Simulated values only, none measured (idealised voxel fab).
You're looking at the process module voxel self aligned vias.
FYI the section here is cut, 290 nm wide, cells are 5 nm squares.
Cross-section format: a grid of square cells, given as bands from top to bottom; each band is one or more rows of cells.
Each band's line starts with the height of the band's top and of its bottom, in nm. Then come its materials from left to right, each with its width in nm. One material with "all across" fills the band from edge to edge. "air" is empty space.
Height reference: 0 = level under which incoming wafer is all one material. Lowest band: no bottom, runs on downward, e.g. "0 down".
The width entry "30->40" should be interpreted row by row: the top row of cells in the band takes the first number, the bottom row takes the second number, and the change between adjacent rows is uniform throughout.
"nothing changed" after a step means that no cell of the cross-section changed.
In "Non-vented voids" the enclosed voids are listed, meaning empty spaces of 8 cells or larger without any opening to the top. The form is width x height at distance, distance from the left edge, units nm.
Step line, after settings: the simulator's comment on this step.
If you see "overlay nm" on a step's line and that step has a mask, it's telling you how far right of where it was planned the mask ended up; a negative number means it went left instead.
Plan:
1. RECEIVE | material Si
2. CONFORMAL_DEP | material SiO2 | thk nm 15
3. CONFORMAL_DEP | material SiCN | thk nm 5
4. DIRECTIONAL_DEP | material lowk | thk nm 30
5. DIRECTIONAL_DEP | material aC | thk nm 15
6. PATTERN | tone open | mask id LINES | material resist | width nm 25 | pitch nm 60 | thk nm 35 | overlay nm 0
7. DIRECTIONAL_ETCH | etch materials aC | depth nm 15
8. STRIP | etch materials resist
9. DIRECTIONAL_ETCH | etch materials lowk | depth nm 30
10. STRIP | etch materials aC
11. CONFORMAL_DEP | material TiN | thk nm 5
12. FILL_DEP | material W | thk nm 10
13. CMP | height nm 50
14. SELECTIVE_ETCH | etch materials W Ru TiN | depth nm 5
15. FILL_DEP | material SiN | thk nm 10
16. CMP | height nm 50
17. DIRECTIONAL_DEP | material lowk | thk nm 15
18. MASKED_ETCH | tone open | mask id VIAS | width nm 45 | pitch nm 60 | etch materials lowk | depth nm 15 | overlay nm 0
19. MASKED_ETCH | tone open | mask id VIAS | width nm 45 | pitch nm 60 | etch materials SiN | depth nm 5 | overlay nm 0
20. CONFORMAL_DEP | material TiN | thk nm 5
21. FILL_DEP | material Cu | thk nm 5
22. CMP | height nm 65
23. CONFORMAL_DEP | material SiCN | thk nm 5
The first of the two wafers, which ran as planned:
Received-state cross-section, reflecting completion of step 1:
* 0 down  Si all across
* Non-vented voids: none
After step 2, in cross-section:
* 15 to 0  SiO2 all across
* Whatever lies below 0 is exactly as it was before.
After step 3, in cross-section:
* 20 to 15  SiCN all across
* Whatever lies below 15 is exactly as it was before.
After step 4, in cross-section:
* 50 to 20  lowk all across
* Whatever lies below 20 is exactly as it was before.
After step 5, in cross-section:
* 65 to 50  aC all across
* Whatever lies below 50 is exactly as it was before.
After step 6, in cross-section:
* 100 to 65  70 of resist, 25 of air, 35 of resist, 25 of air, 35 of resist, 25 of air, 75 of resist
* Whatever lies below 65 is exactly as it was before.
After step 7, in cross-section:
* 85 to 65  70 of resist, 25 of air, 35 of resist, 25 of air, 35 of resist, 25 of air, 75 of resist
* 65 to 50  70 of aC, 25 of air, 35 of aC, 25 of air, 35 of aC, 25 of air, 75 of aC
* Whatever lies below 50 is exactly as it was before.
After step 8, in cross-section:
* 65 to 50  70 of aC, 25 of air, 35 of aC, 25 of air, 35 of aC, 25 of air, 75 of aC
* Whatever lies below 50 is exactly as it was before.
After step 9, in cross-section:
* 65 to 50  70 of aC, 25 of air, 35 of aC, 25 of air, 35 of aC, 25 of air, 75 of aC
* 50 to 20  70 of lowk, 25 of air, 35 of lowk, 25 of air, 35 of lowk, 25 of air, 75 of lowk
* Whatever lies below 20 is exactly as it was before.
After step 10, in cross-section:
* 50 to 20  70 of lowk, 25 of air, 35 of lowk, 25 of air, 35 of lowk, 25 of air, 75 of lowk
* Whatever lies below 20 is exactly as it was before.
After step 11, in cross-section:
* 55 to 50  75 of TiN, 15 of air, 45 of TiN, 15 of air, 45 of TiN, 15 of air, 80 of TiN
* 50 to 25  70 of lowk, 5 of TiN, 15 of air, 5 of TiN, 35 of lowk, 5 of TiN, 15 of air, 5 of TiN, 35 of lowk, 5 of TiN, 15 of air, 5 of TiN, 75 of lowk
* 25 to 20  70 of lowk, 25 of TiN, 35 of lowk, 25 of TiN, 35 of lowk, 25 of TiN, 75 of lowk
* Whatever lies below 20 is exactly as it was before.
After step 12, in cross-section:
* 65 to 55  W all across
* 55 to 50  75 of TiN, 15 of W, 45 of TiN, 15 of W, 45 of TiN, 15 of W, 80 of TiN
* 50 to 25  70 of lowk, 5 of TiN, 15 of W, 5 of TiN, 35 of lowk, 5 of TiN, 15 of W, 5 of TiN, 35 of lowk, 5 of TiN, 15 of W, 5 of TiN, 75 of lowk
* Whatever lies below 25 is exactly as it was before.
After step 13, in cross-section:
* 50 to 25  70 of lowk, 5 of TiN, 15 of W, 5 of TiN, 35 of lowk, 5 of TiN, 15 of W, 5 of TiN, 35 of lowk, 5 of TiN, 15 of W, 5 of TiN, 75 of lowk
* Whatever lies below 25 is exactly as it was before.
After step 14, in cross-section:
* 50 to 45  70 of lowk, 25 of air, 35 of lowk, 25 of air, 35 of lowk, 25 of air, 75 of lowk
* Whatever lies below 45 is exactly as it was before.
After step 15, in cross-section:
* 60 to 50  SiN all across
* 50 to 45  70 of lowk, 25 of SiN, 35 of lowk, 25 of SiN, 35 of lowk, 25 of SiN, 75 of lowk
* Whatever lies below 45 is exactly as it was before.
After step 16, in cross-section:
* 50 to 45  70 of lowk, 25 of SiN, 35 of lowk, 25 of SiN, 35 of lowk, 25 of SiN, 75 of lowk
* Whatever lies below 45 is exactly as it was before.
After step 17, in cross-section:
* 65 to 50  lowk all across
* Whatever lies below 50 is exactly as it was before.
After step 18, in cross-section:
* 65 to 50  60 of lowk, 45 of air, 15 of lowk, 45 of air, 15 of lowk, 45 of air, 65 of lowk
* Whatever lies below 50 is exactly as it was before.
After step 19, in cross-section:
* 65 to 50  60 of lowk, 45 of air, 15 of lowk, 45 of air, 15 of lowk, 45 of air, 65 of lowk
* 50 to 45  70 of lowk, 25 of air, 35 of lowk, 25 of air, 35 of lowk, 25 of air, 75 of lowk
* Whatever lies below 45 is exactly as it was before.
After step 20, in cross-section:
* 70 to 65  65 of TiN, 35 of air, 25 of TiN, 35 of air, 25 of TiN, 35 of air, 70 of TiN
* 65 to 55  60 of lowk, 5 of TiN, 35 of air, 5 of TiN, 15 of lowk, 5 of TiN, 35 of air, 5 of TiN, 15 of lowk, 5 of TiN, 35 of air, 5 of TiN, 65 of lowk
* 55 to 50  60 of lowk, 15 of TiN, 15 of air, 15 of TiN, 15 of lowk, 15 of TiN, 15 of air, 15 of TiN, 15 of lowk, 15 of TiN, 15 of air, 15 of TiN, 65 of lowk
* 50 to 45  70 of lowk, 25 of TiN, 35 of lowk, 25 of TiN, 35 of lowk, 25 of TiN, 75 of lowk
* Whatever lies below 45 is exactly as it was before.
After step 21, in cross-section:
* 75 to 70  Cu all across
* 70 to 65  65 of TiN, 35 of Cu, 25 of TiN, 35 of Cu, 25 of TiN, 35 of Cu, 70 of TiN
* 65 to 55  60 of lowk, 5 of TiN, 35 of Cu, 5 of TiN, 15 of lowk, 5 of TiN, 35 of Cu, 5 of TiN, 15 of lowk, 5 of TiN, 35 of Cu, 5 of TiN, 65 of lowk
* 55 to 50  60 of lowk, 15 of TiN, 15 of Cu, 15 of TiN, 15 of lowk, 15 of TiN, 15 of Cu, 15 of TiN, 15 of lowk, 15 of TiN, 15 of Cu, 15 of TiN, 65 of lowk
* Whatever lies below 50 is exactly as it was before.
After step 22, in cross-section:
* 65 to 55  60 of lowk, 5 of TiN, 35 of Cu, 5 of TiN, 15 of lowk, 5 of TiN, 35 of Cu, 5 of TiN, 15 of lowk, 5 of TiN, 35 of Cu, 5 of TiN, 65 of lowk
* Whatever lies below 55 is exactly as it was before.
After step 23, in cross-section:
* 70 to 65  SiCN all across
* Whatever lies below 65 is exactly as it was before.
Wafer two. Identical start, identical plan. One mistake in execution. Identical history through step 1:
Here is the second wafer in cross-section at the point where step 2 of the plan should have been done:
* 5 to 0  SiO2 all across
* Whatever lies below 0 is exactly as it was before.
Here is the second wafer in cross-section at the point where step 3 of the plan should have been done:
* 10 to 5  SiCN all across
* Whatever lies below 5 is exactly as it was before.
Here is the second wafer in cross-section at the point where step 4 of the plan should have been done:
* 40 to 10  lowk all across
* Whatever lies below 10 is exactly as it was before.
Here is the second wafer in cross-section at the point where step 5 of the plan should have been done:
* 55 to 40  aC all across
* Whatever lies below 40 is exactly as it was before.
Here is the second wafer in cross-section at the point where step 6 of the plan should have been done:
* 90 to 55  70 of resist, 25 of air, 35 of resist, 25 of air, 35 of resist, 25 of air, 75 of resist
* Whatever lies below 55 is exactly as it was before.
Here is the second wafer in cross-section at the point where step 7 of the plan should have been done:
* 75 to 55  70 of resist, 25 of air, 35 of resist, 25 of air, 35 of resist, 25 of air, 75 of resist
* 55 to 40  70 of aC, 25 of air, 35 of aC, 25 of air, 35 of aC, 25 of air, 75 of aC
* Whatever lies below 40 is exactly as it was before.
Here is the second wafer in cross-section at the point where step 8 of the plan should have been done:
* 55 to 40  70 of aC, 25 of air, 35 of aC, 25 of air, 35 of aC, 25 of air, 75 of aC
* Whatever lies below 40 is exactly as it was before.
Here is the second wafer in cross-section at the point where step 9 of the plan should have been done:
* 55 to 40  70 of aC, 25 of air, 35 of aC, 25 of air, 35 of aC, 25 of air, 75 of aC
* 40 to 10  70 of lowk, 25 of air, 35 of lowk, 25 of air, 35 of lowk, 25 of air, 75 of lowk
* Whatever lies below 10 is exactly as it was before.
Here is the second wafer in cross-section at the point where step 10 of the plan should have been done:
* 40 to 10  70 of lowk, 25 of air, 35 of lowk, 25 of air, 35 of lowk, 25 of air, 75 of lowk
* Whatever lies below 10 is exactly as it was before.
Here is the second wafer in cross-section at the point where step 11 of the plan should have been done:
* 45 to 40  75 of TiN, 15 of air, 45 of TiN, 15 of air, 45 of TiN, 15 of air, 80 of TiN
* 40 to 15  70 of lowk, 5 of TiN, 15 of air, 5 of TiN, 35 of lowk, 5 of TiN, 15 of air, 5 of TiN, 35 of lowk, 5 of TiN, 15 of air, 5 of TiN, 75 of lowk
* 15 to 10  70 of lowk, 25 of TiN, 35 of lowk, 25 of TiN, 35 of lowk, 25 of TiN, 75 of lowk
* Whatever lies below 10 is exactly as it was before.
Here is the second wafer in cross-section at the point where step 12 of the plan should have been done:
* 55 to 45  W all across
* 45 to 40  75 of TiN, 15 of W, 45 of TiN, 15 of W, 45 of TiN, 15 of W, 80 of TiN
* 40 to 15  70 of lowk, 5 of TiN, 15 of W, 5 of TiN, 35 of lowk, 5 of TiN, 15 of W, 5 of TiN, 35 of lowk, 5 of TiN, 15 of W, 5 of TiN, 75 of lowk
* Whatever lies below 15 is exactly as it was before.
Here is the second wafer in cross-section at the point where step 13 of the plan should have been done:
* 50 to 45  W all across
* Whatever lies below 45 is exactly as it was before.
Here is the second wafer in cross-section at the point where step 14 of the plan should have been done:
* 45 to 40  75 of TiN, 15 of W, 45 of TiN, 15 of W, 45 of TiN, 15 of W, 80 of TiN
* Whatever lies below 40 is exactly as it was before.
Here is the second wafer in cross-section at the point where step 15 of the plan should have been done:
* 55 to 45  SiN all across
* Whatever lies below 45 is exactly as it was before.
Here is the second wafer in cross-section at the point where step 16 of the plan should have been done:
* 50 to 45  SiN all across
* Whatever lies below 45 is exactly as it was before.
Here is the second wafer in cross-section at the point where step 17 of the plan should have been done:
* 65 to 50  lowk all across
* Whatever lies below 50 is exactly as it was before.
Here is the second wafer in cross-section at the point where step 18 of the plan should have been done:
* 65 to 50  60 of lowk, 45 of air, 15 of lowk, 45 of air, 15 of lowk, 45 of air, 65 of lowk
* Whatever lies below 50 is exactly as it was before.
Here is the second wafer in cross-section at the point where step 19 of the plan should have been done:
* 65 to 50  60 of lowk, 45 of air, 15 of lowk, 45 of air, 15 of lowk, 45 of air, 65 of lowk
* 50 to 45  60 of SiN, 45 of air, 15 of SiN, 45 of air, 15 of SiN, 45 of air, 65 of SiN
* Whatever lies below 45 is exactly as it was before.
Here is the second wafer in cross-section at the point where step 20 of the plan should have been done:
* 70 to 65  65 of TiN, 35 of air, 25 of TiN, 35 of air, 25 of TiN, 35 of air, 70 of TiN
* 65 to 50  60 of lowk, 5 of TiN, 35 of air, 5 of TiN, 15 of lowk, 5 of TiN, 35 of air, 5 of TiN, 15 of lowk, 5 of TiN, 35 of air, 5 of TiN, 65 of lowk
* 50 to 45  60 of SiN, 45 of TiN, 15 of SiN, 45 of TiN, 15 of SiN, 45 of TiN, 65 of SiN
* Whatever lies below 45 is exactly as it was before.
Here is the second wafer in cross-section at the point where step 21 of the plan should have been done:
* 75 to 70  Cu all across
* 70 to 65  65 of TiN, 35 of Cu, 25 of TiN, 35 of Cu, 25 of TiN, 35 of Cu, 70 of TiN
* 65 to 50  60 of lowk, 5 of TiN, 35 of Cu, 5 of TiN, 15 of lowk, 5 of TiN, 35 of Cu, 5 of TiN, 15 of lowk, 5 of TiN, 35 of Cu, 5 of TiN, 65 of lowk
* Whatever lies below 50 is exactly as it was before.
Here is the second wafer in cross-section at the point where step 22 of the plan should have been done:
* 65 to 50  60 of lowk, 5 of TiN, 35 of Cu, 5 of TiN, 15 of lowk, 5 of TiN, 35 of Cu, 5 of TiN, 15 of lowk, 5 of TiN, 35 of Cu, 5 of TiN, 65 of lowk
* Whatever lies below 50 is exactly as it was before.
Here is the second wafer in cross-section at the point where step 23 of the plan should have been done:
* 70 to 65  SiCN all across
* Whatever lies below 65 is exactly as it was before.
what went wrong: planned and actual differ for step 2; actual: CONFORMAL_DEP | material SiO2 | thk nm 5
Materials where the second wafer ends with more or fewer cells than the first: +12 Cu; +31 SiN; -116 SiO2; +55 TiN; +18 W
